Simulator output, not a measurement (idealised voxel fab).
process module | voxel air gaps
cross-section cut | 175 nm wide | cells 5 nm
A cross-section is a grid of square cells, given in bands from the top down. A band is one or more rows of cells.
Each band's line starts with the height of the band's top and of its bottom, in nm. Then come its materials from left to right, each with its width in nm. One material with "throughout" fills the band from edge to edge. "air" is empty space.
Height 0 is the level under which the wafer as received is all one material. The lowest band goes on downwards, as in "0 down".
A width such as "30 to 40" changes by the same amount from each row of cells to the next, from the band's top row to its bottom row.
"no change" after a step means that no cell of the cross-section changed.
closed voids: empty space of 8 cells or more with no open way to the top, each as width x height at its distance from the left edge, in nm
after a step's settings: what the simulator itself notes on the step
overlay nm, on a step with a mask: how far to the right of its planned place the mask lay; to the left if negative
plan
1 op RECEIVE | material Si
2 op CONFORMAL_DEP | material SiO2 | thk nm 15
3 op CONFORMAL_DEP | material SiCN | thk nm 5
4 op DIRECTIONAL_DEP | material lowk | thk nm 35
5 op DIRECTIONAL_DEP | material aC | thk nm 15
6 op PATTERN | tone open | mask id LINES | material resist | width nm 25 | pitch nm 50 | thk nm 30 | overlay nm 0
7 op DIRECTIONAL_ETCH | etch materials aC | depth nm 15
8 op STRIP | etch materials resist
9 op DIRECTIONAL_ETCH | etch materials lowk | depth nm 35
10 op STRIP | etch materials aC
11 op CONFORMAL_DEP | material TiN | thk nm 5
12 op FILL_DEP | material Cu | thk nm 5
13 op CMP | height nm 55
14 op EPI | material Ru | thk nm 10
15 op SELECTIVE_ETCH | etch materials lowk | depth nm 45
16 op CONFORMAL_DEP | material SiCN | thk nm 5
as received, after step 1
  0 down: Si throughout
  closed voids: none
a wafer at the end: this start, this plan, one mistake
  60 to 15: SiCN throughout
  15 to 0: SiO2 throughout
  0 down: Si throughout
  closed voids: none
what went wrong: step 4 ran as: op DIRECTIONAL_DEP | material SiCN | thk nm 35
